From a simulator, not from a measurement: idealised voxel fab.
Process module heading - voxel self aligned vias
195 nm wide, 5 nm square cells: that's cross-section cut.
In this document a cross-section is written as a grid of square cells. It is given as a series of bands, listed from the top down, and a band is one or more rows of cells.
The entry gives the band's vertical extent as a top height and a bottom height in nm, then its horizontal make-up as materials from left to right, each with a width in nm. "air" stands for empty space; a single material marked "full width" fills the band edge to edge.
Height 0 is the level under which the wafer as received is all one material. The lowest band goes on downwards, as in "0 down".
Top row gets the first number, bottom row gets the second, and each row in between changes by the same step: that is how a band width like "30 to 40" works.
"remained unchanged" -> step changed no cross-section cell.
Each empty space that has no open way to the top and spans at least 8 cells appears under "Closed void inventory" as width x height at distance, the distance counted from the left edge, all in nm.
That trailing text on a step's line, after the settings, is the simulator's own remark on the step.
"overlay nm" on a masked step: distance the mask lay right of its planned place, negative for left.
plan:
1 RECEIVE (material Si)
2 CONFORMAL_DEP (material SiO2; thk nm 10)
3 CONFORMAL_DEP (material SiCN; thk nm 5)
4 DIRECTIONAL_DEP (material SiO2; thk nm 20)
5 MASKED_ETCH (tone open; mask id LINES; width nm 25; pitch nm 65; etch materials SiO2; depth nm 20; overlay nm 0)
6 CONFORMAL_DEP (material TiN; thk nm 5)
7 FILL_DEP (material Ru; thk nm 5)
8 CMP (height nm 35)
9 SELECTIVE_ETCH (etch materials W Ru TiN; depth nm 5)
10 FILL_DEP (material SiN; thk nm 5)
11 CMP (height nm 35)
12 DIRECTIONAL_DEP (material SiO2; thk nm 15)
13 DIRECTIONAL_DEP (material aC; thk nm 10)
14 PATTERN (tone open; mask id VIAS; material resist; width nm 45; thk nm 25; overlay nm 0)
15 DIRECTIONAL_ETCH (etch materials aC; depth nm 10)
16 STRIP (etch materials resist)
17 DIRECTIONAL_ETCH (etch materials SiO2; depth nm 15)
18 DIRECTIONAL_ETCH (etch materials SiN; depth nm 5)
19 STRIP (etch materials aC)
20 CONFORMAL_DEP (material TiN; thk nm 5)
21 FILL_DEP (material Cu; thk nm 10)
22 CMP (height nm 50)
23 CONFORMAL_DEP (material SiCN; thk nm 5)
Cross-section, incoming material, after step 1:
  0 down = Si full width
  Closed void inventory: none
Run as planned - first of the two wafers cross-sectioned at the end of the module:
  55 to 50 = SiCN full width
  50 to 40 = 40 nm SiO2  5 nm TiN  35 nm Cu  5 nm TiN  110 nm SiO2
  40 to 35 = 40 nm SiO2  15 nm TiN  15 nm Cu  15 nm TiN  110 nm SiO2
  35 to 30 = 50 nm SiO2  25 nm TiN  40 nm SiO2  25 nm SiN  55 nm SiO2
  30 to 20 = 50 nm SiO2  5 nm TiN  15 nm Ru  5 nm TiN  40 nm SiO2  5 nm TiN  15 nm Ru  5 nm TiN  55 nm SiO2
  20 to 15 = 50 nm SiO2  25 nm TiN  40 nm SiO2  25 nm TiN  55 nm SiO2
  15 to 10 = SiCN full width
  10 to 0 = SiO2 full width
  0 down = Si full width
  Closed void inventory: none
Wafer two (of two), end-of-module cross-section: start = wafer one, plan = wafer one, one run mistake:
  45 to 40 = SiCN full width
  40 to 35 = 40 nm SiO2  15 nm TiN  15 nm Cu  15 nm TiN  110 nm SiO2
  35 to 30 = 50 nm SiO2  25 nm TiN  40 nm SiO2  25 nm SiN  55 nm SiO2
  30 to 20 = 50 nm SiO2  5 nm TiN  15 nm Ru  5 nm TiN  40 nm SiO2  5 nm TiN  15 nm Ru  5 nm TiN  55 nm SiO2
  20 to 15 = 50 nm SiO2  25 nm TiN  40 nm SiO2  25 nm TiN  55 nm SiO2
  15 to 10 = SiCN full width
  10 to 0 = SiO2 full width
  0 down = Si full width
  Closed void inventory: none
What broke from the plan during processing? not per plan at step 22, really ran CMP (height nm 40)
End of process, cell counts, second wafer against first, materials with more or fewer: Cu -14; SiO2 -60; TiN -4
